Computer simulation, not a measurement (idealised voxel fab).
Process module under the name voxel spacer lines
Shown is cross-section cut, with a width of 300 nm and square cells of size 5 nm.
We lay out every cross-section as a grid of square cells and spell it out in bands from the top down, where one band means one or more rows of cells. In this notation a band is specified by the heights of its top and bottom, in that order and in nm, after which its materials appear from left to right, each paired with its width in nm. The word "everywhere" attached to a single material means that material fills the band from edge to edge; the word "blank" stands for empty space. Height datum 0, below which the as-received substrate wafer is one material. Lowest band open at the bottom, running downward: "0 down". Graded width ("30->40"): value in top row of band = first number; value in bottom row = second number; row-to-row change constant. Reading "nothing was modified" for a step: not a cell of the cross-section changed in it. For the entry "Closed-off voids", the listed items are empty spaces with no open way to the top whose size is 8 cells or more; each item follows the pattern width x height at distance, where distance is from the left edge and all three are in nm. Whatever follows a step's settings on its line is a remark the simulator itself makes about that step. overlay nm: for a step with a mask, the amount by which the mask lay right of where it was planned; a negative amount means left of it.

**Set out below are the planned steps of the process**
- 1: RECEIVE [material Si]
- 2: CONFORMAL_DEP [material Al2O3] [thk nm 5]
- 3: DIRECTIONAL_DEP [material W] [thk nm 10]
- 4: DIRECTIONAL_DEP [material aC] [thk nm 20]
- 5: PATTERN [tone cover] [mask id MANDREL] [material resist] [width nm 15] [pitch nm 50] [thk nm 30] [overlay nm 0]
- 6: DIRECTIONAL_ETCH [etch materials aC] [depth nm 20]
- 7: STRIP [etch materials resist]
- 8: CONFORMAL_DEP [material SiO2] [thk nm 10]
- 9: DIRECTIONAL_ETCH [etch materials SiO2] [depth nm 10]
- 10: STRIP [etch materials aC]
- 11: DIRECTIONAL_ETCH [etch materials W] [depth nm 10]
- 12: STRIP [etch materials SiO2]
- 13: FILL_DEP [material SiO2] [thk nm 5]
- 14: CMP [height nm 15]

**Wafer cross-section on receipt, i.e. after step 1**
> 0 down  Si everywhere
> Closed-off voids: none

**The first of the two wafers as seen in cross-section once the module was finished; processing followed the plan**
> 15 to 5  SiO2 80 nm | W 10 nm | SiO2 15 nm | W 10 nm | SiO2 15 nm | W 10 nm | SiO2 15 nm | W 10 nm | SiO2 15 nm | W 10 nm | SiO2 15 nm | W 10 nm | SiO2 85 nm
> 5 to 0  Al2O3 everywhere
> 0 down  Si everywhere
> Closed-off voids: none

**The second wafer, shown in cross-section after the module: started the same way as the first and given the same plan, yet one mistake crept into how it was run**
> 10 to 5  SiO2 80 nm | W 10 nm | SiO2 15 nm | W 10 nm | SiO2 15 nm | W 10 nm | SiO2 15 nm | W 10 nm | SiO2 15 nm | W 10 nm | SiO2 15 nm | W 10 nm | SiO2 85 nm
> 5 to 0  Al2O3 everywhere
> 0 down  Si everywhere
> Closed-off voids: none
What broke from the plan during processing? the process deviated at step 14: the operation and settings actually run there were CMP [height nm 10]
Upon completion, the second wafer contains, in terms of cells, a greater or smaller amount of certain materials than the first wafer: 48 fewer of SiO2; 12 fewer of W
